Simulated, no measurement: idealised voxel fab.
The name of this process module is voxel gate over fins.
Section shown: cut. Width: 265 nm. Cell size: 5 nm, square.
Reading order for cross-sections: top band down to bottom band. Underlying form: a grid of square cells. Band size: one or more rows of cells. Heights first: top, then bottom, in nm. Then materials, left to right, each with a width in nm. "everywhere" on a single material: fills the band edge to edge. "air": empty space. Zero point of the height axis is 0; under it, received wafer = one material. Lowest band: continues down indefinitely, "0 nm and below". Graded width ("30..40"): value in top row of band = first number; value in bottom row = second number; row-to-row change constant. Any step labelled "all unchanged" changed none of the cells in the cross-section. What "Enclosed void list" gives you is every empty space of 8 cells or more that is cut off from the top. Each appears as width x height at distance, with the distance taken from the left edge and width, height and distance all in nm. after a step's settings: what the simulator itself notes on the step. overlay nm: mask right of planned place by this much (step with mask). Neg. = left.
Process steps - plan
| 1 | RECEIVE, material Si |
| 2 | CONFORMAL_DEP, material SiN, thk nm 10 |
| 3 | MASKED_ETCH, tone cover, mask id FINS, width nm 15, pitch nm 60, etch materials SiN, depth nm 10, overlay nm 0 |
| 4 | MASKED_ETCH, tone cover, mask id FINS, width nm 15, pitch nm 60, etch materials Si, depth nm 40, overlay nm 0 |
| 5 | OXIDIZE, depth nm 5 |
| 6 | FILL_DEP, material SiO2, thk nm 5 |
| 7 | CMP, height nm 10 |
| 8 | MASKED_ETCH, tone open, mask id RAIL, width nm 15, etch materials SiO2, depth nm 45, overlay nm 0 |
| 9 | CONFORMAL_DEP, material TiN, thk nm 5 |
| 10 | FILL_DEP, material Ru, thk nm 10 |
| 11 | CMP, height nm 10 |
| 12 | SELECTIVE_ETCH, etch materials W Ru TiN, depth nm 30 |
| 13 | FILL_DEP, material SiO2, thk nm 5 |
| 14 | CMP, height nm 10 |
| 15 | SELECTIVE_ETCH, etch materials SiO2, depth nm 20 |
| 16 | STRIP, etch materials SiN |
| 17 | CONFORMAL_DEP, material HfO2, thk nm 5 |
| 18 | CONFORMAL_DEP, material TiN, thk nm 5 |
| 19 | CONFORMAL_DEP, material TiAl, thk nm 5 |
| 20 | CONFORMAL_DEP, material TiN, thk nm 5 |
| 21 | FILL_DEP, material W, thk nm 10 |
| 22 | CMP, height nm 25 |
| 23 | CONFORMAL_DEP, material SiCN, thk nm 10 |
The first wafer of two, processed as planned
Cross-section of the wafer upon arrival, representing the state reached after step 1
  0 nm and below = Si everywhere
  Enclosed void list: none
Cross-sectional representation of the wafer at the conclusion of step 2
  10 nm to 0 nm = SiN everywhere
  Below a height of 0, the structure has not been altered.
Cross-sectional representation of the wafer at the conclusion of step 3
  10 nm to 0 nm = air (35)  SiN (15)  air (45)  SiN (15)  air (45)  SiN (15)  air (45)  SiN (15)  air (35)
  Below a height of 0, the structure has not been altered.
Cross-sectional representation of the wafer at the conclusion of step 4
  10 nm to 0 nm = air (35)  SiN (15)  air (45)  SiN (15)  air (45)  SiN (15)  air (45)  SiN (15)  air (35)
  0 nm to -40 nm = air (35)  Si (15)  air (45)  Si (15)  air (45)  Si (15)  air (45)  Si (15)  air (35)
  Below a height of -40, the structure has not been altered.
Cross-sectional representation of the wafer at the conclusion of step 5
  10 nm to 0 nm = air (35)  SiN (15)  air (45)  SiN (15)  air (45)  SiN (15)  air (45)  SiN (15)  air (35)
  0 nm to -40 nm = air (35)  SiO2 (5)  Si (5)  SiO2 (5)  air (45)  SiO2 (5)  Si (5)  SiO2 (5)  air (45)  SiO2 (5)  Si (5)  SiO2 (5)  air (45)  SiO2 (5)  Si (5)  SiO2 (5)  air (35)
  -40 nm to -45 nm = SiO2 (40)  Si (5)  SiO2 (55)  Si (5)  SiO2 (55)  Si (5)  SiO2 (55)  Si (5)  SiO2 (40)
  Below a height of -45, the structure has not been altered.
Cross-sectional representation of the wafer at the conclusion of step 6
  15 nm to 10 nm = SiO2 everywhere
  10 nm to 0 nm = SiO2 (35)  SiN (15)  SiO2 (45)  SiN (15)  SiO2 (45)  SiN (15)  SiO2 (45)  SiN (15)  SiO2 (35)
  0 nm to -45 nm = SiO2 (40)  Si (5)  SiO2 (55)  Si (5)  SiO2 (55)  Si (5)  SiO2 (55)  Si (5)  SiO2 (40)
  Below a height of -45, the structure has not been altered.
Cross-sectional representation of the wafer at the conclusion of step 7
  10 nm to 0 nm = SiO2 (35)  SiN (15)  SiO2 (45)  SiN (15)  SiO2 (45)  SiN (15)  SiO2 (45)  SiN (15)  SiO2 (35)
  Below a height of 0, the structure has not been altered.
Cross-sectional representation of the wafer at the conclusion of step 8
  10 nm to 0 nm = SiO2 (35)  SiN (15)  SiO2 (15)  air (15)  SiO2 (15)  SiN (15)  SiO2 (45)  SiN (15)  SiO2 (45)  SiN (15)  SiO2 (35)
  0 nm to -35 nm = SiO2 (40)  Si (5)  SiO2 (20)  air (15)  SiO2 (20)  Si (5)  SiO2 (55)  Si (5)  SiO2 (55)  Si (5)  SiO2 (40)
  Below a height of -35, the structure has not been altered.
Cross-sectional representation of the wafer at the conclusion of step 9
  15 nm to 10 nm = TiN (70)  air (5)  TiN (190)
  10 nm to 0 nm = SiO2 (35)  SiN (15)  SiO2 (15)  TiN (5)  air (5)  TiN (5)  SiO2 (15)  SiN (15)  SiO2 (45)  SiN (15)  SiO2 (45)  SiN (15)  SiO2 (35)
  0 nm to -30 nm = SiO2 (40)  Si (5)  SiO2 (20)  TiN (5)  air (5)  TiN (5)  SiO2 (20)  Si (5)  SiO2 (55)  Si (5)  SiO2 (55)  Si (5)  SiO2 (40)
  -30 nm to -35 nm = SiO2 (40)  Si (5)  SiO2 (20)  TiN (15)  SiO2 (20)  Si (5)  SiO2 (55)  Si (5)  SiO2 (55)  Si (5)  SiO2 (40)
  Below a height of -35, the structure has not been altered.
Cross-sectional representation of the wafer at the conclusion of step 10
  25 nm to 15 nm = Ru everywhere
  15 nm to 10 nm = TiN (70)  Ru (5)  TiN (190)
  10 nm to 0 nm = SiO2 (35)  SiN (15)  SiO2 (15)  TiN (5)  Ru (5)  TiN (5)  SiO2 (15)  SiN (15)  SiO2 (45)  SiN (15)  SiO2 (45)  SiN (15)  SiO2 (35)
  0 nm to -30 nm = SiO2 (40)  Si (5)  SiO2 (20)  TiN (5)  Ru (5)  TiN (5)  SiO2 (20)  Si (5)  SiO2 (55)  Si (5)  SiO2 (55)  Si (5)  SiO2 (40)
  Below a height of -30, the structure has not been altered.
Cross-sectional representation of the wafer at the conclusion of step 11
  10 nm to 0 nm = SiO2 (35)  SiN (15)  SiO2 (15)  TiN (5)  Ru (5)  TiN (5)  SiO2 (15)  SiN (15)  SiO2 (45)  SiN (15)  SiO2 (45)  SiN (15)  SiO2 (35)
  Below a height of 0, the structure has not been altered.
Cross-sectional representation of the wafer at the conclusion of step 12
  10 nm to 0 nm = SiO2 (35)  SiN (15)  SiO2 (15)  air (15)  SiO2 (15)  SiN (15)  SiO2 (45)  SiN (15)  SiO2 (45)  SiN (15)  SiO2 (35)
  0 nm to -20 nm = SiO2 (40)  Si (5)  SiO2 (20)  air (15)  SiO2 (20)  Si (5)  SiO2 (55)  Si (5)  SiO2 (55)  Si (5)  SiO2 (40)
  Below a height of -20, the structure has not been altered.
Cross-sectional representation of the wafer at the conclusion of step 13
  15 nm to 10 nm = SiO2 everywhere
  10 nm to 0 nm = SiO2 (35)  SiN (15)  SiO2 (45)  SiN (15)  SiO2 (45)  SiN (15)  SiO2 (45)  SiN (15)  SiO2 (35)
  0 nm to -20 nm = SiO2 (40)  Si (5)  SiO2 (55)  Si (5)  SiO2 (55)  Si (5)  SiO2 (55)  Si (5)  SiO2 (40)
  Below a height of -20, the structure has not been altered.
Cross-sectional representation of the wafer at the conclusion of step 14
  10 nm to 0 nm = SiO2 (35)  SiN (15)  SiO2 (45)  SiN (15)  SiO2 (45)  SiN (15)  SiO2 (45)  SiN (15)  SiO2 (35)
  Below a height of 0, the structure has not been altered.
Cross-sectional representation of the wafer at the conclusion of step 15
  10 nm to 0 nm = air (35)  SiN (15)  air (45)  SiN (15)  air (45)  SiN (15)  air (45)  SiN (15)  air (35)
  0 nm to -10 nm = air (40)  Si (5)  air (55)  Si (5)  air (55)  Si (5)  air (55)  Si (5)  air (40)
  Below a height of -10, the structure has not been altered.
Cross-sectional representation of the wafer at the conclusion of step 16
  0 nm to -10 nm = air (40)  Si (5)  air (55)  Si (5)  air (55)  Si (5)  air (55)  Si (5)  air (40)
  Below a height of -10, the structure has not been altered.
Cross-sectional representation of the wafer at the conclusion of step 17
  5 nm to 0 nm = air (35)  HfO2 (15)  air (45)  HfO2 (15)  air (45)  HfO2 (15)  air (45)  HfO2 (15)  air (35)
  0 nm to -5 nm = air (35)  HfO2 (5)  Si (5)  HfO2 (5)  air (45)  HfO2 (5)  Si (5)  HfO2 (5)  air (45)  HfO2 (5)  Si (5)  HfO2 (5)  air (45)  HfO2 (5)  Si (5)  HfO2 (5)  air (35)
  -5 nm to -10 nm = HfO2 (40)  Si (5)  HfO2 (55)  Si (5)  HfO2 (55)  Si (5)  HfO2 (55)  Si (5)  HfO2 (40)
  Below a height of -10, the structure has not been altered.
Cross-sectional representation of the wafer at the conclusion of step 18
  10 nm to 5 nm = air (30)  TiN (25)  air (35)  TiN (25)  air (35)  TiN (25)  air (35)  TiN (25)  air (30)
  5 nm to 0 nm = air (30)  TiN (5)  HfO2 (15)  TiN (5)  air (35)  TiN (5)  HfO2 (15)  TiN (5)  air (35)  TiN (5)  HfO2 (15)  TiN (5)  air (35)  TiN (5)  HfO2 (15)  TiN (5)  air (30)
  0 nm to -5 nm = TiN (35)  HfO2 (5)  Si (5)  HfO2 (5)  TiN (45)  HfO2 (5)  Si (5)  HfO2 (5)  TiN (45)  HfO2 (5)  Si (5)  HfO2 (5)  TiN (45)  HfO2 (5)  Si (5)  HfO2 (5)  TiN (35)
  Below a height of -5, the structure has not been altered.
Cross-sectional representation of the wafer at the conclusion of step 19
  15 nm to 10 nm = air (25)  TiAl (35)  air (25)  TiAl (35)  air (25)  TiAl (35)  air (25)  TiAl (35)  air (25)
  10 nm to 5 nm = air (25)  TiAl (5)  TiN (25)  TiAl (5)  air (25)  TiAl (5)  TiN (25)  TiAl (5)  air (25)  TiAl (5)  TiN (25)  TiAl (5)  air (25)  TiAl (5)  TiN (25)  TiAl (5)  air (25)
  5 nm to 0 nm = TiAl (30)  TiN (5)  HfO2 (15)  TiN (5)  TiAl (35)  TiN (5)  HfO2 (15)  TiN (5)  TiAl (35)  TiN (5)  HfO2 (15)  TiN (5)  TiAl (35)  TiN (5)  HfO2 (15)  TiN (5)  TiAl (30)
  Below a height of 0, the structure has not been altered.
Cross-sectional representation of the wafer at the conclusion of step 20
  20 nm to 15 nm = air (20)  TiN (45)  air (15)  TiN (45)  air (15)  TiN (45)  air (15)  TiN (45)  air (20)
  15 nm to 10 nm = air (20)  TiN (5)  TiAl (35)  TiN (5)  air (15)  TiN (5)  TiAl (35)  TiN (5)  air (15)  TiN (5)  TiAl (35)  TiN (5)  air (15)  TiN (5)  TiAl (35)  TiN (5)  air (20)
  10 nm to 5 nm = TiN (25)  TiAl (5)  TiN (25)  TiAl (5)  TiN (25)  TiAl (5)  TiN (25)  TiAl (5)  TiN (25)  TiAl (5)  TiN (25)  TiAl (5)  TiN (25)  TiAl (5)  TiN (25)  TiAl (5)  TiN (25)
  Below a height of 5, the structure has not been altered.
Cross-sectional representation of the wafer at the conclusion of step 21
  30 nm to 20 nm = W everywhere
  20 nm to 15 nm = W (20)  TiN (45)  W (15)  TiN (45)  W (15)  TiN (45)  W (15)  TiN (45)  W (20)
  15 nm to 10 nm = W (20)  TiN (5)  TiAl (35)  TiN (5)  W (15)  TiN (5)  TiAl (35)  TiN (5)  W (15)  TiN (5)  TiAl (35)  TiN (5)  W (15)  TiN (5)  TiAl (35)  TiN (5)  W (20)
  Below a height of 10, the structure has not been altered.
Cross-sectional representation of the wafer at the conclusion of step 22
  25 nm to 20 nm = W everywhere
  Below a height of 20, the structure has not been altered.
Cross-sectional representation of the wafer at the conclusion of step 23
  35 nm to 25 nm = SiCN everywhere
  Below a height of 25, the structure has not been altered.
The second wafer: identical to the first at the outset and in its planned sequence, differing only in that one mistake was made during processing; up to and including step 2, its path is the first wafer's path
Second wafer, cross-section, planned end of step 3
  10 nm to 0 nm = SiN (35)  air (15)  SiN (45)  air (15)  SiN (45)  air (15)  SiN (45)  air (15)  SiN (35)
  Below a height of 0, the structure has not been altered.
Second wafer, cross-section, planned end of step 4: all unchanged
Second wafer, cross-section, planned end of step 5
  10 nm to 0 nm = SiN (35)  air (15)  SiN (45)  air (15)  SiN (45)  air (15)  SiN (45)  air (15)  SiN (35)
  0 nm to -5 nm = Si (30)  SiO2 (25)  Si (35)  SiO2 (25)  Si (35)  SiO2 (25)  Si (35)  SiO2 (25)  Si (30)
  Below a height of -5, the structure has not been altered.
Second wafer, cross-section, planned end of step 6
  15 nm to 10 nm = SiO2 everywhere
  10 nm to 0 nm = SiN (35)  SiO2 (15)  SiN (45)  SiO2 (15)  SiN (45)  SiO2 (15)  SiN (45)  SiO2 (15)  SiN (35)
  Below a height of 0, the structure has not been altered.
Second wafer, cross-section, planned end of step 7
  10 nm to 0 nm = SiN (35)  SiO2 (15)  SiN (45)  SiO2 (15)  SiN (45)  SiO2 (15)  SiN (45)  SiO2 (15)  SiN (35)
  Below a height of 0, the structure has not been altered.
Second wafer, cross-section, planned end of step 8: all unchanged
Second wafer, cross-section, planned end of step 9
  15 nm to 10 nm = TiN everywhere
  Below a height of 10, the structure has not been altered.
Second wafer, cross-section, planned end of step 10
  25 nm to 15 nm = Ru everywhere
  Below a height of 15, the structure has not been altered.
Second wafer, cross-section, planned end of step 11
  10 nm to 0 nm = SiN (35)  SiO2 (15)  SiN (45)  SiO2 (15)  SiN (45)  SiO2 (15)  SiN (45)  SiO2 (15)  SiN (35)
  Below a height of 0, the structure has not been altered.
Second wafer, cross-section, planned end of step 12: all unchanged
Second wafer, cross-section, planned end of step 13
  15 nm to 10 nm = SiO2 everywhere
  Below a height of 10, the structure has not been altered.
Second wafer, cross-section, planned end of step 14
  10 nm to 0 nm = SiN (35)  SiO2 (15)  SiN (45)  SiO2 (15)  SiN (45)  SiO2 (15)  SiN (45)  SiO2 (15)  SiN (35)
  Below a height of 0, the structure has not been altered.
Second wafer, cross-section, planned end of step 15
  10 nm to 0 nm = SiN (35)  air (15)  SiN (45)  air (15)  SiN (45)  air (15)  SiN (45)  air (15)  SiN (35)
  0 nm to -5 nm = Si (30)  air (25)  Si (35)  air (25)  Si (35)  air (25)  Si (35)  air (25)  Si (30)
  Below a height of -5, the structure has not been altered.
Second wafer, cross-section, planned end of step 16
  0 nm to -5 nm = Si (30)  air (25)  Si (35)  air (25)  Si (35)  air (25)  Si (35)  air (25)  Si (30)
  Below a height of -5, the structure has not been altered.
Second wafer, cross-section, planned end of step 17
  5 nm to 0 nm = HfO2 (35)  air (15)  HfO2 (45)  air (15)  HfO2 (45)  air (15)  HfO2 (45)  air (15)  HfO2 (35)
  0 nm to -5 nm = Si (30)  HfO2 (25)  Si (35)  HfO2 (25)  Si (35)  HfO2 (25)  Si (35)  HfO2 (25)  Si (30)
  Below a height of -5, the structure has not been altered.
Second wafer, cross-section, planned end of step 18
  10 nm to 5 nm = TiN (40)  air (5)  TiN (55)  air (5)  TiN (55)  air (5)  TiN (55)  air (5)  TiN (40)
  5 nm to 0 nm = HfO2 (35)  TiN (15)  HfO2 (45)  TiN (15)  HfO2 (45)  TiN (15)  HfO2 (45)  TiN (15)  HfO2 (35)
  Below a height of 0, the structure has not been altered.
Second wafer, cross-section, planned end of step 19
  15 nm to 10 nm = TiAl everywhere
  10 nm to 5 nm = TiN (40)  TiAl (5)  TiN (55)  TiAl (5)  TiN (55)  TiAl (5)  TiN (55)  TiAl (5)  TiN (40)
  Below a height of 5, the structure has not been altered.
Second wafer, cross-section, planned end of step 20
  20 nm to 15 nm = TiN everywhere
  Below a height of 15, the structure has not been altered.
Second wafer, cross-section, planned end of step 21
  30 nm to 20 nm = W everywhere
  Below a height of 20, the structure has not been altered.
Second wafer, cross-section, planned end of step 22
  25 nm to 20 nm = W everywhere
  Below a height of 20, the structure has not been altered.
Second wafer, cross-section, planned end of step 23
  35 nm to 25 nm = SiCN everywhere
  Below a height of 25, the structure has not been altered.
Deviation from plan: for step 3, the planned setting was not used; the step was instead run as MASKED_ETCH, tone open, mask id FINS, width nm 15, pitch nm 60, etch materials SiN, depth nm 10, overlay nm 0
It is noted that, at the conclusion of processing, the second wafer exhibits a higher or lower cell count for certain materials relative to the first: HfO2: 8 fewer; Ru: 2 fewer; Si: 421 more; SiO2: 334 fewer; TiAl: 12 fewer; TiN: 31 fewer; W: 34 fewer
